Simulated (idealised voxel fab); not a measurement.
The following is a process module called voxel self aligned contacts.
It is cross-section cut that appears here, measuring 300 nm in width, its square cells being 5 nm in size.
A cross-section is written here as square cells arranged in a grid, and it is given in bands from the top down, each band taking up one or more rows of cells.
For a band, the entry starts with two heights in nm, that of the top and then that of the bottom, and carries on with the band's materials in order from left to right, each alongside its width in nm; the word "full width" beside a single material means it fills the band edge to edge, and "empty" means empty space.
It should be noted that heights are counted from 0, beneath which the wafer as supplied is of one material throughout, and that the lowest band possesses no lower boundary but continues downward, as written in "from 0 down".
A width given as "30 to 40" starts at the first number in the band's top row and ends at the second number in its bottom row, shifting by an equal amount at every step from row to row.
For the purposes of this document, the phrase "all unchanged" attached to a step denotes that no cell within the cross-section was modified by that step.
The list in "Closed voids list" covers empty spaces of 8 cells or more that cannot reach the top through any open way, and it gives each as width x height at distance; the distance is from the left edge, and width, height and distance are in nm.
Read whatever lies past the settings on a step's line as the simulator's own remark about the step.
overlay nm: step with mask; distance mask lay right of planned place; negative value = left of planned place.

Planned step list for the process
1: RECEIVE [material Si]
2: OXIDIZE [depth nm 5]
3: DIRECTIONAL_DEP [material polySi] [thk nm 30]
4: DIRECTIONAL_DEP [material SiN] [thk nm 20]
5: DIRECTIONAL_DEP [material aC] [thk nm 15]
6: PATTERN [tone cover] [mask id GATE] [material resist] [width nm 35] [pitch nm 80] [thk nm 35] [overlay nm 0]
7: DIRECTIONAL_ETCH [etch materials aC] [depth nm 15]
8: STRIP [etch materials resist]
9: DIRECTIONAL_ETCH [etch materials SiN] [depth nm 20]
10: DIRECTIONAL_ETCH [etch materials polySi] [depth nm 30]
11: STRIP [etch materials aC]
12: CONFORMAL_DEP [material SiN] [thk nm 10]
13: DIRECTIONAL_ETCH [etch materials SiN] [depth nm 10]
14: FILL_DEP [material SiO2] [thk nm 20]
15: CMP [height nm 60]
16: PATTERN [tone open] [mask id CONTACT] [material resist] [width nm 65] [thk nm 15] [overlay nm 0]
17: DIRECTIONAL_ETCH [etch materials SiO2] [depth nm 65]
18: STRIP [etch materials resist]
19: CONFORMAL_DEP [material TiN] [thk nm 5]
20: FILL_DEP [material W] [thk nm 5]
21: CMP [height nm 60]
22: CONFORMAL_DEP [material SiN] [thk nm 5]

Incoming wafer, cross-sectional view, post step 1
    from 0 down: Si full width
    Closed voids list: none

The following cross-section depicts the wafer upon conclusion of the module. Processing commenced from the starting condition illustrated above and adhered to the plan illustrated above, save for one mistake in execution
    from 65 to 60: SiN full width
    from 60 to 50: W 110 to 75 nm, then TiN 5 to 40 nm, then SiO2 65 nm, then TiN 5 to 40 nm, then W 115 to 80 nm
    from 50 to 30: W 75 nm, then TiN 5 nm, then SiN 55 nm, then SiO2 25 nm, then SiN 55 nm, then TiN 5 nm, then W 80 nm
    from 30 to 0: W 75 nm, then TiN 5 nm, then SiN 10 nm, then polySi 35 nm, then SiN 10 nm, then SiO2 25 nm, then SiN 10 nm, then polySi 35 nm, then SiN 10 nm, then TiN 5 nm, then W 80 nm
    from 0 to -5: TiN 80 nm, then SiO2 135 nm, then TiN 85 nm
    from -5 down: Si full width
    Closed voids list: none
Nonconformance to the process plan: step 16: run off-plan, actual operation and settings PATTERN [tone cover] [mask id CONTACT] [material resist] [width nm 65] [thk nm 15] [overlay nm 0]
